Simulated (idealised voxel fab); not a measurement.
The process module that follows is named voxel spacer lines.
Section cut is 240 nm wide and gridded with 5 nm square cells.
How to read a cross-section here: the picture is a grid of square cells, written as bands going from the top down, and any band can span one or more rows of cells.
Heights first: top, then bottom, in nm. Then materials, left to right, each with a width in nm. "throughout" on a single material: fills the band edge to edge. "blank": empty space.
Convention: height 0 is the level below which the wafer, as received, is all one material. The lowest band does not terminate at the bottom but continues downward, represented as "top 0, no bottom".
You'd read "30..40" like this: the band's top row of cells is as wide as the first number, its bottom row is as wide as the second, and going down, every row changes width by the same amount as the row before did.
Step note "same as before" = no cross-section cell changed.
If an empty space has no open way to the top and is at least 8 cells in size, "Enclosed internal cavities" lists it, written width x height at distance, where distance is measured from the left edge and every value is in nm.
What comes after the settings on a step's line is commentary from the simulator itself on that step.
overlay nm: for a step with a mask, the amount by which the mask lay right of where it was planned; a negative amount means left of it.
For the reader: what remains of this document is a series of pairs, each showing a cross-section before one process step and a cross-section after that step which reaches down only to the lowest band that changed, with the step between them and its settings set out under the pair. It should not be assumed that a pair continues from the pair above it; the pairs can come from different runs of this module on the same starting wafer, and such continuity exists only where the entry headed "Before the process" says so.

# Before the process
	top 0, no bottom  Si throughout
	Enclosed internal cavities: none

# Sectional Result
	top 5, bottom 0  Al2O3 throughout
	Below a height of 0, the structure has not been altered.
	Enclosed internal cavities: none
What was done to get from the upper cross-section to the lower one? CONFORMAL_DEP (material Al2O3; thk nm 5)

Before the process: look at the pair above, its after cross-section is where this step starts.

# Sectional Result
	top 25, bottom 5  polySi throughout
	Below a height of 5, the structure has not been altered.
	Enclosed internal cavities: none
What was done to get from the upper cross-section to the lower one? DIRECTIONAL_DEP (material polySi; thk nm 20)

Before the process: look at the pair above, its after cross-section is where this step starts.

# Sectional Result
	top 50, bottom 25  aC throughout
	Below a height of 25, the structure has not been altered.
	Enclosed internal cavities: none
What was done to get from the upper cross-section to the lower one? DIRECTIONAL_DEP (material aC; thk nm 25)

Before the process: look at the pair above, its after cross-section is where this step starts.

# Sectional Result
	top 80, bottom 50  60 blank / 15 resist / 35 blank / 15 resist / 35 blank / 15 resist / 65 blank
	Below a height of 50, the structure has not been altered.
	Enclosed internal cavities: none
What was done to get from the upper cross-section to the lower one? PATTERN (tone cover; mask id MANDREL; material resist; width nm 15; pitch nm 50; thk nm 30; overlay nm 0)

Before the process: look at the pair above, its after cross-section is where this step starts.

# Sectional Result
	top 55, bottom 50  60 blank / 15 resist / 35 blank / 15 resist / 35 blank / 15 resist / 65 blank
	top 50, bottom 25  60 blank / 15 aC / 35 blank / 15 aC / 35 blank / 15 aC / 65 blank
	Below a height of 25, the structure has not been altered.
	Enclosed internal cavities: none
What was done to get from the upper cross-section to the lower one? DIRECTIONAL_ETCH (etch materials aC; depth nm 25)

Before the process: look at the pair above, its after cross-section is where this step starts.

# Sectional Result
	top 50, bottom 25  60 blank / 15 aC / 35 blank / 15 aC / 35 blank / 15 aC / 65 blank
	Below a height of 25, the structure has not been altered.
	Enclosed internal cavities: none
What was done to get from the upper cross-section to the lower one? STRIP (etch materials resist)

Before the process: look at the pair above, its after cross-section is where this step starts.

# Sectional Result
	top 60, bottom 50  50 blank / 35 SiO2 / 15 blank / 35 SiO2 / 15 blank / 35 SiO2 / 55 blank
	top 50, bottom 35  50 blank / 10 SiO2 / 15 aC / 10 SiO2 / 15 blank / 10 SiO2 / 15 aC / 10 SiO2 / 15 blank / 10 SiO2 / 15 aC / 10 SiO2 / 55 blank
	top 35, bottom 25  60 SiO2 / 15 aC / 35 SiO2 / 15 aC / 35 SiO2 / 15 aC / 65 SiO2
	Below a height of 25, the structure has not been altered.
	Enclosed internal cavities: none
What was done to get from the upper cross-section to the lower one? CONFORMAL_DEP (material SiO2; thk nm 10)

Before the process: look at the pair above, its after cross-section is where this step starts.

# Sectional Result
	top 50, bottom 25  50 blank / 10 SiO2 / 15 aC / 10 SiO2 / 15 blank / 10 SiO2 / 15 aC / 10 SiO2 / 15 blank / 10 SiO2 / 15 aC / 10 SiO2 / 55 blank
	Below a height of 25, the structure has not been altered.
	Enclosed internal cavities: none
What was done to get from the upper cross-section to the lower one? DIRECTIONAL_ETCH (etch materials SiO2; depth nm 10)

Before the process: look at the pair above, its after cross-section is where this step starts.

# Sectional Result
	top 50, bottom 25  50 blank / 10 SiO2 / 15 blank / 10 SiO2 / 15 blank / 10 SiO2 / 15 blank / 10 SiO2 / 15 blank / 10 SiO2 / 15 blank / 10 SiO2 / 55 blank
	Below a height of 25, the structure has not been altered.
	Enclosed internal cavities: none
What was done to get from the upper cross-section to the lower one? STRIP (etch materials aC)

Before the process: look at the pair above, its after cross-section is where this step starts.

# Sectional Result
	top 50, bottom 25  50 blank / 10 SiO2 / 15 blank / 10 SiO2 / 15 blank / 10 SiO2 / 15 blank / 10 SiO2 / 15 blank / 10 SiO2 / 15 blank / 10 SiO2 / 55 blank
	top 25, bottom 5  50 blank / 10 polySi / 15 blank / 10 polySi / 15 blank / 10 polySi / 15 blank / 10 polySi / 15 blank / 10 polySi / 15 blank / 10 polySi / 55 blank
	Below a height of 5, the structure has not been altered.
	Enclosed internal cavities: none
What was done to get from the upper cross-section to the lower one? DIRECTIONAL_ETCH (etch materials polySi; depth nm 20)

Before the process: look at the pair above, its after cross-section is where this step starts.

# Sectional Result
	top 25, bottom 5  50 blank / 10 polySi / 15 blank / 10 polySi / 15 blank / 10 polySi / 15 blank / 10 polySi / 15 blank / 10 polySi / 15 blank / 10 polySi / 55 blank
	Below a height of 5, the structure has not been altered.
	Enclosed internal cavities: none
What was done to get from the upper cross-section to the lower one? STRIP (etch materials SiO2)

Before the process: look at the pair above, its after cross-section is where this step starts.

# Sectional Result
	top 35, bottom 25  SiO2 throughout
	top 25, bottom 5  50 SiO2 / 10 polySi / 15 SiO2 / 10 polySi / 15 SiO2 / 10 polySi / 15 SiO2 / 10 polySi / 15 SiO2 / 10 polySi / 15 SiO2 / 10 polySi / 55 SiO2
	Below a height of 5, the structure has not been altered.
	Enclosed internal cavities: none
What was done to get from the upper cross-section to the lower one? FILL_DEP (material SiO2; thk nm 10)

Before the process: look at the pair above, its after cross-section is where this step starts.

# Sectional Result
	top 25, bottom 5  50 SiO2 / 10 polySi / 15 SiO2 / 10 polySi / 15 SiO2 / 10 polySi / 15 SiO2 / 10 polySi / 15 SiO2 / 10 polySi / 15 SiO2 / 10 polySi / 55 SiO2
	Below a height of 5, the structure has not been altered.
	Enclosed internal cavities: none
What was done to get from the upper cross-section to the lower one? CMP (height nm 25)

# Before the process
	top 0, no bottom  Si throughout
	Enclosed internal cavities: none

# Sectional Result
	top 20, bottom 0  polySi throughout
	Below a height of 0, the structure has not been altered.
	Enclosed internal cavities: none
What was done to get from the upper cross-section to the lower one? DIRECTIONAL_DEP (material polySi; thk nm 20)

Before the process: look at the pair above, its after cross-section is where this step starts.

# Sectional Result
	top 45, bottom 20  aC throughout
	Below a height of 20, the structure has not been altered.
	Enclosed internal cavities: none
What was done to get from the upper cross-section to the lower one? DIRECTIONAL_DEP (material aC; thk nm 25)

Before the process: look at the pair above, its after cross-section is where this step starts.

# Sectional Result
	top 75, bottom 45  60 blank / 15 resist / 35 blank / 15 resist / 35 blank / 15 resist / 65 blank
	Below a height of 45, the structure has not been altered.
	Enclosed internal cavities: none
What was done to get from the upper cross-section to the lower one? PATTERN (tone cover; mask id MANDREL; material resist; width nm 15; pitch nm 50; thk nm 30; overlay nm 0)

Before the process: look at the pair above, its after cross-section is where this step starts.

# Sectional Result
	top 50, bottom 45  60 blank / 15 resist / 35 blank / 15 resist / 35 blank / 15 resist / 65 blank
	top 45, bottom 20  60 blank / 15 aC / 35 blank / 15 aC / 35 blank / 15 aC / 65 blank
	Below a height of 20, the structure has not been altered.
	Enclosed internal cavities: none
What was done to get from the upper cross-section to the lower one? DIRECTIONAL_ETCH (etch materials aC; depth nm 25)

Before the process: look at the pair above, its after cross-section is where this step starts.

# Sectional Result
	top 45, bottom 20  60 blank / 15 aC / 35 blank / 15 aC / 35 blank / 15 aC / 65 blank
	Below a height of 20, the structure has not been altered.
	Enclosed internal cavities: none
What was done to get from the upper cross-section to the lower one? STRIP (etch materials resist)

Before the process: look at the pair above, its after cross-section is where this step starts.

# Sectional Result
	top 55, bottom 45  50 blank / 35 SiO2 / 15 blank / 35 SiO2 / 15 blank / 35 SiO2 / 55 blank
	top 45, bottom 30  50 blank / 10 SiO2 / 15 aC / 10 SiO2 / 15 blank / 10 SiO2 / 15 aC / 10 SiO2 / 15 blank / 10 SiO2 / 15 aC / 10 SiO2 / 55 blank
	top 30, bottom 20  60 SiO2 / 15 aC / 35 SiO2 / 15 aC / 35 SiO2 / 15 aC / 65 SiO2
	Below a height of 20, the structure has not been altered.
	Enclosed internal cavities: none
What was done to get from the upper cross-section to the lower one? CONFORMAL_DEP (material SiO2; thk nm 10)

Before the process: look at the pair above, its after cross-section is where this step starts.

# Sectional Result
	top 45, bottom 20  50 blank / 10 SiO2 / 15 aC / 10 SiO2 / 15 blank / 10 SiO2 / 15 aC / 10 SiO2 / 15 blank / 10 SiO2 / 15 aC / 10 SiO2 / 55 blank
	Below a height of 20, the structure has not been altered.
	Enclosed internal cavities: none
What was done to get from the upper cross-section to the lower one? DIRECTIONAL_ETCH (etch materials SiO2; depth nm 10)

Before the process: look at the pair above, its after cross-section is where this step starts.

# Sectional Result
	top 45, bottom 20  50 blank / 10 SiO2 / 15 blank / 10 SiO2 / 15 blank / 10 SiO2 / 15 blank / 10 SiO2 / 15 blank / 10 SiO2 / 15 blank / 10 SiO2 / 55 blank
	Below a height of 20, the structure has not been altered.
	Enclosed internal cavities: none
What was done to get from the upper cross-section to the lower one? STRIP (etch materials aC)

Before the process: look at the pair above, its after cross-section is where this step starts.

# Sectional Result
	top 45, bottom 20  50 blank / 10 SiO2 / 15 blank / 10 SiO2 / 15 blank / 10 SiO2 / 15 blank / 10 SiO2 / 15 blank / 10 SiO2 / 15 blank / 10 SiO2 / 55 blank
	top 20, bottom 0  50 blank / 10 polySi / 15 blank / 10 polySi / 15 blank / 10 polySi / 15 blank / 10 polySi / 15 blank / 10 polySi / 15 blank / 10 polySi / 55 blank
	Below a height of 0, the structure has not been altered.
	Enclosed internal cavities: none
What was done to get from the upper cross-section to the lower one? DIRECTIONAL_ETCH (etch materials polySi; depth nm 20)

Before the process: look at the pair above, its after cross-section is where this step starts.

# Sectional Result
	top 20, bottom 0  50 blank / 10 polySi / 15 blank / 10 polySi / 15 blank / 10 polySi / 15 blank / 10 polySi / 15 blank / 10 polySi / 15 blank / 10 polySi / 55 blank
	Below a height of 0, the structure has not been altered.
	Enclosed internal cavities: none
What was done to get from the upper cross-section to the lower one? STRIP (etch materials SiO2)

Before the process: look at the pair above, its after cross-section is where this step starts.

# Sectional Result
	top 30, bottom 20  SiO2 throughout
	top 20, bottom 0  50 SiO2 / 10 polySi / 15 SiO2 / 10 polySi / 15 SiO2 / 10 polySi / 15 SiO2 / 10 polySi / 15 SiO2 / 10 polySi / 15 SiO2 / 10 polySi / 55 SiO2
	Below a height of 0, the structure has not been altered.
	Enclosed internal cavities: none
What was done to get from the upper cross-section to the lower one? FILL_DEP (material SiO2; thk nm 10)

Before the process: look at the pair above, its after cross-section is where this step starts.

# Sectional Result
	top 25, bottom 20  SiO2 throughout
	Below a height of 20, the structure has not been altered.
	Enclosed internal cavities: none
What was done to get from the upper cross-section to the lower one? CMP (height nm 25)

# Before the process
	top 55, bottom 50  60 blank / 15 resist / 35 blank / 15 resist / 35 blank / 15 resist / 65 blank
	top 50, bottom 25  60 blank / 15 aC / 35 blank / 15 aC / 35 blank / 15 aC / 65 blank
	top 25, bottom 5  polySi throughout
	top 5, bottom 0  Al2O3 throughout
	top 0, no bottom  Si throughout
	Enclosed internal cavities: none

# Sectional Result
	top 30, bottom 25  60 blank / 15 aC / 35 blank / 15 aC / 35 blank / 15 aC / 65 blank
	Below a height of 25, the structure has not been altered.
	Enclosed internal cavities: none
What was done to get from the upper cross-section to the lower one? DIRECTIONAL_ETCH (etch materials aC; depth nm 25)

Before the process: look at the pair above, its after cross-section is where this step starts.

# Sectional Result
	top 40, bottom 35  50 blank / 35 SiO2 / 15 blank / 35 SiO2 / 15 blank / 35 SiO2 / 55 blank
	top 35, bottom 30  SiO2 throughout
	top 30, bottom 25  60 SiO2 / 15 aC / 35 SiO2 / 15 aC / 35 SiO2 / 15 aC / 65 SiO2
	Below a height of 25, the structure has not been altered.
	Enclosed internal cavities: none
What was done to get from the upper cross-section to the lower one? CONFORMAL_DEP (material SiO2; thk nm 10)

Before the process: look at the pair above, its after cross-section is where this step starts.

# Sectional Result
	top 30, bottom 25  50 blank / 10 SiO2 / 15 aC / 10 SiO2 / 15 blank / 10 SiO2 / 15 aC / 10 SiO2 / 15 blank / 10 SiO2 / 15 aC / 10 SiO2 / 55 blank
	Below a height of 25, the structure has not been altered.
	Enclosed internal cavities: none
What was done to get from the upper cross-section to the lower one? DIRECTIONAL_ETCH (etch materials SiO2; depth nm 10)

Before the process: look at the pair above, its after cross-section is where this step starts.

# Sectional Result
	top 30, bottom 25  50 blank / 10 SiO2 / 15 blank / 10 SiO2 / 15 blank / 10 SiO2 / 15 blank / 10 SiO2 / 15 blank / 10 SiO2 / 15 blank / 10 SiO2 / 55 blank
	Below a height of 25, the structure has not been altered.
	Enclosed internal cavities: none
What was done to get from the upper cross-section to the lower one? STRIP (etch materials aC)

Before the process: look at the pair above, its after cross-section is where this step starts.

# Sectional Result
	top 30, bottom 25  50 blank / 10 SiO2 / 15 blank / 10 SiO2 / 15 blank / 10 SiO2 / 15 blank / 10 SiO2 / 15 blank / 10 SiO2 / 15 blank / 10 SiO2 / 55 blank
	top 25, bottom 5  50 blank / 10 polySi / 15 blank / 10 polySi / 15 blank / 10 polySi / 15 blank / 10 polySi / 15 blank / 10 polySi / 15 blank / 10 polySi / 55 blank
	Below a height of 5, the structure has not been altered.
	Enclosed internal cavities: none
What was done to get from the upper cross-section to the lower one? DIRECTIONAL_ETCH (etch materials polySi; depth nm 20)

Before the process: look at the pair above, its after cross-section is where this step starts.

# Sectional Result
	top 25, bottom 5  50 blank / 10 polySi / 15 blank / 10 polySi / 15 blank / 10 polySi / 15 blank / 10 polySi / 15 blank / 10 polySi / 15 blank / 10 polySi / 55 blank
	Below a height of 5, the structure has not been altered.
	Enclosed internal cavities: none
What was done to get from the upper cross-section to the lower one? STRIP (etch materials SiO2)

# Before the process
	top 5, bottom 0  Al2O3 throughout
	top 0, no bottom  Si throughout
	Enclosed internal cavities: none

# Sectional Result
	top 30, bottom 5  aC throughout
	Below a height of 5, the structure has not been altered.
	Enclosed internal cavities: none
What was done to get from the upper cross-section to the lower one? DIRECTIONAL_DEP (material aC; thk nm 25)

Before the process: look at the pair above, its after cross-section is where this step starts.

# Sectional Result
	top 50, bottom 30  polySi throughout
	Below a height of 30, the structure has not been altered.
	Enclosed internal cavities: none
What was done to get from the upper cross-section to the lower one? DIRECTIONAL_DEP (material polySi; thk nm 20)

Before the process: look at the pair above, its after cross-section is where this step starts.

# Sectional Result
	top 80, bottom 50  60 blank / 15 resist / 35 blank / 15 resist / 35 blank / 15 resist / 65 blank
	Below a height of 50, the structure has not been altered.
	Enclosed internal cavities: none
What was done to get from the upper cross-section to the lower one? PATTERN (tone cover; mask id MANDREL; material resist; width nm 15; pitch nm 50; thk nm 30; overlay nm 0)

Before the process: look at the pair above, its after cross-section is where this step starts.

# Sectional Result
	top 55, bottom 50  60 blank / 15 resist / 35 blank / 15 resist / 35 blank / 15 resist / 65 blank
	Below a height of 50, the structure has not been altered.
	Enclosed internal cavities: none
What was done to get from the upper cross-section to the lower one? DIRECTIONAL_ETCH (etch materials aC; depth nm 25)

Before the process: look at the pair above, its after cross-section is where this step starts.

# Sectional Result
	top 50, bottom 30  polySi throughout
	Below a height of 30, the structure has not been altered.
	Enclosed internal cavities: none
What was done to get from the upper cross-section to the lower one? STRIP (etch materials resist)

Before the process: look at the pair above, its after cross-section is where this step starts.

# Sectional Result
	top 60, bottom 50  SiO2 throughout
	Below a height of 50, the structure has not been altered.
	Enclosed internal cavities: none
What was done to get from the upper cross-section to the lower one? CONFORMAL_DEP (material SiO2; thk nm 10)

Before the process: look at the pair above, its after cross-section is where this step starts.

# Sectional Result
	top 50, bottom 30  polySi throughout
	Below a height of 30, the structure has not been altered.
	Enclosed internal cavities: none
What was done to get from the upper cross-section to the lower one? DIRECTIONAL_ETCH (etch materials SiO2; depth nm 10)

Before the process: look at the pair above, its after cross-section is where this step starts.

# Sectional Result
	top 30, bottom 5  aC throughout
	Below a height of 5, the structure has not been altered.
	Enclosed internal cavities: none
What was done to get from the upper cross-section to the lower one? DIRECTIONAL_ETCH (etch materials polySi; depth nm 20)

Before the process: look at the pair above, its after cross-section is where this step starts.

# Sectional Result
	top 40, bottom 30  SiO2 throughout
	Below a height of 30, the structure has not been altered.
	Enclosed internal cavities: none
What was done to get from the upper cross-section to the lower one? FILL_DEP (material SiO2; thk nm 10)

Before the process: look at the pair above, its after cross-section is where this step starts.

# Sectional Result
	top 25, bottom 5  aC throughout
	Below a height of 5, the structure has not been altered.
	Enclosed internal cavities: none
What was done to get from the upper cross-section to the lower one? CMP (height nm 25)

# Before the process
	top 35, bottom 25  SiO2 throughout
	top 25, bottom 5  50 SiO2 / 10 polySi / 15 SiO2 / 10 polySi / 15 SiO2 / 10 polySi / 15 SiO2 / 10 polySi / 15 SiO2 / 10 polySi / 15 SiO2 / 10 polySi / 55 SiO2
	top 5, bottom 0  Al2O3 throughout
	top 0, no bottom  Si throughout
	Enclosed internal cavities: none

# Sectional Result
	top 15, bottom 5  50 SiO2 / 10 polySi / 15 SiO2 / 10 polySi / 15 SiO2 / 10 polySi / 15 SiO2 / 10 polySi / 15 SiO2 / 10 polySi / 15 SiO2 / 10 polySi / 55 SiO2
	Below a height of 5, the structure has not been altered.
	Enclosed internal cavities: none
What was done to get from the upper cross-section to the lower one? CMP (height nm 15)

# Before the process
	top 50, bottom 25  aC throughout
	top 25, bottom 5  polySi throughout
	top 5, bottom 0  Al2O3 throughout
	top 0, no bottom  Si throughout
	Enclosed internal cavities: none

# Sectional Result
	top 80, bottom 50  60 blank / 20 resist / 30 blank / 20 resist / 30 blank / 20 resist / 60 blank
	Below a height of 50, the structure has not been altered.
	Enclosed internal cavities: none
What was done to get from the upper cross-section to the lower one? PATTERN (tone cover; mask id MANDREL; material resist; width nm 20; pitch nm 50; thk nm 30; overlay nm 0)

Before the process: look at the pair above, its after cross-section is where this step starts.

# Sectional Result
	top 55, bottom 50  60 blank / 20 resist / 30 blank / 20 resist / 30 blank / 20 resist / 60 blank
	top 50, bottom 25  60 blank / 20 aC / 30 blank / 20 aC / 30 blank / 20 aC / 60 blank
	Below a height of 25, the structure has not been altered.
	Enclosed internal cavities: none
What was done to get from the upper cross-section to the lower one? DIRECTIONAL_ETCH (etch materials aC; depth nm 25)

Before the process: look at the pair above, its after cross-section is where this step starts.

# Sectional Result
	top 50, bottom 25  60 blank / 20 aC / 30 blank / 20 aC / 30 blank / 20 aC / 60 blank
	Below a height of 25, the structure has not been altered.
	Enclosed internal cavities: none
What was done to get from the upper cross-section to the lower one? STRIP (etch materials resist)

Before the process: look at the pair above, its after cross-section is where this step starts.

# Sectional Result
	top 60, bottom 50  50 blank / 40 SiO2 / 10 blank / 40 SiO2 / 10 blank / 40 SiO2 / 50 blank
	top 50, bottom 35  50 blank / 10 SiO2 / 20 aC / 10 SiO2 / 10 blank / 10 SiO2 / 20 aC / 10 SiO2 / 10 blank / 10 SiO2 / 20 aC / 10 SiO2 / 50 blank
	top 35, bottom 25  60 SiO2 / 20 aC / 30 SiO2 / 20 aC / 30 SiO2 / 20 aC / 60 SiO2
	Below a height of 25, the structure has not been altered.
	Enclosed internal cavities: none
What was done to get from the upper cross-section to the lower one? CONFORMAL_DEP (material SiO2; thk nm 10)

Before the process: look at the pair above, its after cross-section is where this step starts.

# Sectional Result
	top 50, bottom 25  50 blank / 10 SiO2 / 20 aC / 10 SiO2 / 10 blank / 10 SiO2 / 20 aC / 10 SiO2 / 10 blank / 10 SiO2 / 20 aC / 10 SiO2 / 50 blank
	Below a height of 25, the structure has not been altered.
	Enclosed internal cavities: none
What was done to get from the upper cross-section to the lower one? DIRECTIONAL_ETCH (etch materials SiO2; depth nm 10)

Before the process: look at the pair above, its after cross-section is where this step starts.

# Sectional Result
	top 50, bottom 25  50 blank / 10 SiO2 / 20 blank / 10 SiO2 / 10 blank / 10 SiO2 / 20 blank / 10 SiO2 / 10 blank / 10 SiO2 / 20 blank / 10 SiO2 / 50 blank
	Below a height of 25, the structure has not been altered.
	Enclosed internal cavities: none
What was done to get from the upper cross-section to the lower one? STRIP (etch materials aC)

Before the process: look at the pair above, its after cross-section is where this step starts.

# Sectional Result
	top 50, bottom 25  50 blank / 10 SiO2 / 20 blank / 10 SiO2 / 10 blank / 10 SiO2 / 20 blank / 10 SiO2 / 10 blank / 10 SiO2 / 20 blank / 10 SiO2 / 50 blank
	top 25, bottom 5  50 blank / 10 polySi / 20 blank / 10 polySi / 10 blank / 10 polySi / 20 blank / 10 polySi / 10 blank / 10 polySi / 20 blank / 10 polySi / 50 blank
	Below a height of 5, the structure has not been altered.
	Enclosed internal cavities: none
What was done to get from the upper cross-section to the lower one? DIRECTIONAL_ETCH (etch materials polySi; depth nm 20)

Before the process: look at the pair above, its after cross-section is where this step starts.

# Sectional Result
	top 25, bottom 5  50 blank / 10 polySi / 20 blank / 10 polySi / 10 blank / 10 polySi / 20 blank / 10 polySi / 10 blank / 10 polySi / 20 blank / 10 polySi / 50 blank
	Below a height of 5, the structure has not been altered.
	Enclosed internal cavities: none
What was done to get from the upper cross-section to the lower one? STRIP (etch materials SiO2)

Before the process: look at the pair above, its after cross-section is where this step starts.

# Sectional Result
	top 35, bottom 25  SiO2 throughout
	top 25, bottom 5  50 SiO2 / 10 polySi / 20 SiO2 / 10 polySi / 10 SiO2 / 10 polySi / 20 SiO2 / 10 polySi / 10 SiO2 / 10 polySi / 20 SiO2 / 10 polySi / 50 SiO2
	Below a height of 5, the structure has not been altered.
	Enclosed internal cavities: none
What was done to get from the upper cross-section to the lower one? FILL_DEP (material SiO2; thk nm 10)

Before the process: look at the pair above, its after cross-section is where this step starts.

# Sectional Result
	top 25, bottom 5  50 SiO2 / 10 polySi / 20 SiO2 / 10 polySi / 10 SiO2 / 10 polySi / 20 SiO2 / 10 polySi / 10 SiO2 / 10 polySi / 20 SiO2 / 10 polySi / 50 SiO2
	Below a height of 5, the structure has not been altered.
	Enclosed internal cavities: none
What was done to get from the upper cross-section to the lower one? CMP (height nm 25)

# Before the process
	top 50, bottom 25  aC throughout
	top 25, bottom 5  polySi throughout
	top 5, bottom 0  Al2O3 throughout
	top 0, no bottom  Si throughout
	Enclosed internal cavities: none

# Sectional Result
	top 80, bottom 50  65 blank / 15 resist / 35 blank / 15 resist / 35 blank / 15 resist / 60 blank
	Below a height of 50, the structure has not been altered.
	Enclosed internal cavities: none
What was done to get from the upper cross-section to the lower one? PATTERN (tone cover; mask id MANDREL; material resist; width nm 15; pitch nm 50; thk nm 30; overlay nm 5)

Before the process: look at the pair above, its after cross-section is where this step starts.

# Sectional Result
	top 55, bottom 50  65 blank / 15 resist / 35 blank / 15 resist / 35 blank / 15 resist / 60 blank
	top 50, bottom 25  65 blank / 15 aC / 35 blank / 15 aC / 35 blank / 15 aC / 60 blank
	Below a height of 25, the structure has not been altered.
	Enclosed internal cavities: none
What was done to get from the upper cross-section to the lower one? DIRECTIONAL_ETCH (etch materials aC; depth nm 25)

Before the process: look at the pair above, its after cross-section is where this step starts.

# Sectional Result
	top 50, bottom 25  65 blank / 15 aC / 35 blank / 15 aC / 35 blank / 15 aC / 60 blank
	Below a height of 25, the structure has not been altered.
	Enclosed internal cavities: none
What was done to get from the upper cross-section to the lower one? STRIP (etch materials resist)

Before the process: look at the pair above, its after cross-section is where this step starts.

# Sectional Result
	top 60, bottom 50  55 blank / 35 SiO2 / 15 blank / 35 SiO2 / 15 blank / 35 SiO2 / 50 blank
	top 50, bottom 35  55 blank / 10 SiO2 / 15 aC / 10 SiO2 / 15 blank / 10 SiO2 / 15 aC / 10 SiO2 / 15 blank / 10 SiO2 / 15 aC / 10 SiO2 / 50 blank
	top 35, bottom 25  65 SiO2 / 15 aC / 35 SiO2 / 15 aC / 35 SiO2 / 15 aC / 60 SiO2
	Below a height of 25, the structure has not been altered.
	Enclosed internal cavities: none
What was done to get from the upper cross-section to the lower one? CONFORMAL_DEP (material SiO2; thk nm 10)

Before the process: look at the pair above, its after cross-section is where this step starts.

# Sectional Result
	top 50, bottom 25  55 blank / 10 SiO2 / 15 aC / 10 SiO2 / 15 blank / 10 SiO2 / 15 aC / 10 SiO2 / 15 blank / 10 SiO2 / 15 aC / 10 SiO2 / 50 blank
	Below a height of 25, the structure has not been altered.
	Enclosed internal cavities: none
What was done to get from the upper cross-section to the lower one? DIRECTIONAL_ETCH (etch materials SiO2; depth nm 10)

Before the process: look at the pair above, its after cross-section is where this step starts.

# Sectional Result
	top 50, bottom 25  55 blank / 10 SiO2 / 15 blank / 10 SiO2 / 15 blank / 10 SiO2 / 15 blank / 10 SiO2 / 15 blank / 10 SiO2 / 15 blank / 10 SiO2 / 50 blank
	Below a height of 25, the structure has not been altered.
	Enclosed internal cavities: none
What was done to get from the upper cross-section to the lower one? STRIP (etch materials aC)

Before the process: look at the pair above, its after cross-section is where this step starts.

# Sectional Result
	top 50, bottom 25  55 blank / 10 SiO2 / 15 blank / 10 SiO2 / 15 blank / 10 SiO2 / 15 blank / 10 SiO2 / 15 blank / 10 SiO2 / 15 blank / 10 SiO2 / 50 blank
	top 25, bottom 5  55 blank / 10 polySi / 15 blank / 10 polySi / 15 blank / 10 polySi / 15 blank / 10 polySi / 15 blank / 10 polySi / 15 blank / 10 polySi / 50 blank
	Below a height of 5, the structure has not been altered.
	Enclosed internal cavities: none
What was done to get from the upper cross-section to the lower one? DIRECTIONAL_ETCH (etch materials polySi; depth nm 20)

Before the process: look at the pair above, its after cross-section is where this step starts.

# Sectional Result
	top 25, bottom 5  55 blank / 10 polySi / 15 blank / 10 polySi / 15 blank / 10 polySi / 15 blank / 10 polySi / 15 blank / 10 polySi / 15 blank / 10 polySi / 50 blank
	Below a height of 5, the structure has not been altered.
	Enclosed internal cavities: none
What was done to get from the upper cross-section to the lower one? STRIP (etch materials SiO2)

Before the process: look at the pair above, its after cross-section is where this step starts.

# Sectional Result
	top 35, bottom 25  SiO2 throughout
	top 25, bottom 5  55 SiO2 / 10 polySi / 15 SiO2 / 10 polySi / 15 SiO2 / 10 polySi / 15 SiO2 / 10 polySi / 15 SiO2 / 10 polySi / 15 SiO2 / 10 polySi / 50 SiO2
	Below a height of 5, the structure has not been altered.
	Enclosed internal cavities: none
What was done to get from the upper cross-section to the lower one? FILL_DEP (material SiO2; thk nm 10)

Before the process: look at the pair above, its after cross-section is where this step starts.

# Sectional Result
	top 25, bottom 5  55 SiO2 / 10 polySi / 15 SiO2 / 10 polySi / 15 SiO2 / 10 polySi / 15 SiO2 / 10 polySi / 15 SiO2 / 10 polySi / 15 SiO2 / 10 polySi / 50 SiO2
	Below a height of 5, the structure has not been altered.
	Enclosed internal cavities: none
What was done to get from the upper cross-section to the lower one? CMP (height nm 25)

# Before the process
	top 0, no bottom  Si throughout
	Enclosed internal cavities: none

# Sectional Result
	top 5, bottom 0  aC throughout
	Below a height of 0, the structure has not been altered.
	Enclosed internal cavities: none
What was done to get from the upper cross-section to the lower one? CONFORMAL_DEP (material aC; thk nm 5)

Before the process: look at the pair above, its after cross-section is where this step starts.

# Sectional Result
	top 25, bottom 5  polySi throughout
	Below a height of 5, the structure has not been altered.
	Enclosed internal cavities: none
What was done to get from the upper cross-section to the lower one? DIRECTIONAL_DEP (material polySi; thk nm 20)

Before the process: look at the pair above, its after cross-section is where this step starts.

# Sectional Result
	top 50, bottom 25  aC throughout
	Below a height of 25, the structure has not been altered.
	Enclosed internal cavities: none
What was done to get from the upper cross-section to the lower one? DIRECTIONAL_DEP (material aC; thk nm 25)

Before the process: look at the pair above, its after cross-section is where this step starts.

# Sectional Result
	top 80, bottom 50  60 blank / 15 resist / 35 blank / 15 resist / 35 blank / 15 resist / 65 blank
	Below a height of 50, the structure has not been altered.
	Enclosed internal cavities: none
What was done to get from the upper cross-section to the lower one? PATTERN (tone cover; mask id MANDREL; material resist; width nm 15; pitch nm 50; thk nm 30; overlay nm 0)

Before the process: look at the pair above, its after cross-section is where this step starts.

# Sectional Result
	top 55, bottom 50  60 blank / 15 resist / 35 blank / 15 resist / 35 blank / 15 resist / 65 blank
	top 50, bottom 25  60 blank / 15 aC / 35 blank / 15 aC / 35 blank / 15 aC / 65 blank
	Below a height of 25, the structure has not been altered.
	Enclosed internal cavities: none
What was done to get from the upper cross-section to the lower one? DIRECTIONAL_ETCH (etch materials aC; depth nm 25)

Before the process: look at the pair above, its after cross-section is where this step starts.

# Sectional Result
	top 50, bottom 25  60 blank / 15 aC / 35 blank / 15 aC / 35 blank / 15 aC / 65 blank
	Below a height of 25, the structure has not been altered.
	Enclosed internal cavities: none
What was done to get from the upper cross-section to the lower one? STRIP (etch materials resist)

Before the process: look at the pair above, its after cross-section is where this step starts.

# Sectional Result
	top 60, bottom 50  50 blank / 35 SiO2 / 15 blank / 35 SiO2 / 15 blank / 35 SiO2 / 55 blank
	top 50, bottom 35  50 blank / 10 SiO2 / 15 aC / 10 SiO2 / 15 blank / 10 SiO2 / 15 aC / 10 SiO2 / 15 blank / 10 SiO2 / 15 aC / 10 SiO2 / 55 blank
	top 35, bottom 25  60 SiO2 / 15 aC / 35 SiO2 / 15 aC / 35 SiO2 / 15 aC / 65 SiO2
	Below a height of 25, the structure has not been altered.
	Enclosed internal cavities: none
What was done to get from the upper cross-section to the lower one? CONFORMAL_DEP (material SiO2; thk nm 10)
